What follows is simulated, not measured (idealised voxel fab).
process module | voxel spacer lines
cross-section cut | 175 nm wide | cells 5 nm
A cross-section is a grid of square cells, given in bands from the top down. A band is one or more rows of cells.
Each band's line starts with the height of the band's top and of its bottom, in nm. Then come its materials from left to right, each with its width in nm. One material with "throughout" fills the band from edge to edge. "air" is empty space.
Height 0 is the level under which the wafer as received is all one material. The lowest band goes on downwards, as in "0 down".
A width such as "30 to 40" changes by the same amount from each row of cells to the next, from the band's top row to its bottom row.
"no change" after a step means that no cell of the cross-section changed.
closed voids: empty space of 8 cells or more with no open way to the top, each as width x height at its distance from the left edge, in nm
after a step's settings: what the simulator itself notes on the step
overlay nm, on a step with a mask: how far to the right of its planned place the mask lay; to the left if negative
plan
1 op RECEIVE | material Si
2 op CONFORMAL_DEP | material Al2O3 | thk nm 10
3 op DIRECTIONAL_DEP | material W | thk nm 15
4 op DIRECTIONAL_DEP | material polySi | thk nm 30
5 op PATTERN | tone cover | mask id MANDREL | material resist | width nm 15 | pitch nm 50 | thk nm 35 | overlay nm 0
6 op DIRECTIONAL_ETCH | etch materials polySi | depth nm 30
7 op STRIP | etch materials resist
8 op CONFORMAL_DEP | material SiO2 | thk nm 10
9 op DIRECTIONAL_ETCH | etch materials SiO2 | depth nm 10
10 op STRIP | etch materials polySi
11 op DIRECTIONAL_ETCH | etch materials W | depth nm 15
12 op STRIP | etch materials SiO2
13 op FILL_DEP | material lowk | thk nm 10
14 op CMP | height nm 25
as received, after step 1
  0 down: Si throughout
  closed voids: none
first wafer at the end, as planned
  25 to 10: lowk 20 | W 10 | lowk 15 | W 10 | lowk 15 | W 10 | lowk 15 | W 10 | lowk 15 | W 10 | lowk 15 | W 10 | lowk 20
  10 to 0: Al2O3 throughout
  0 down: Si throughout
  closed voids: none
second wafer at the end: like start, like plan, one mistake
  25 to 10: lowk 25 | W 10 | lowk 15 | W 10 | lowk 15 | W 10 | lowk 15 | W 10 | lowk 15 | W 10 | lowk 15 | W 10 | lowk 15
  10 to 0: Al2O3 throughout
  0 down: Si throughout
  closed voids: none
what went wrong: step 5 ran as: op PATTERN | tone cover | mask id MANDREL | material resist | width nm 15 | pitch nm 50 | thk nm 35 | overlay nm 5
at the end the second wafer has, in cells: as many of each material as the first, in other places
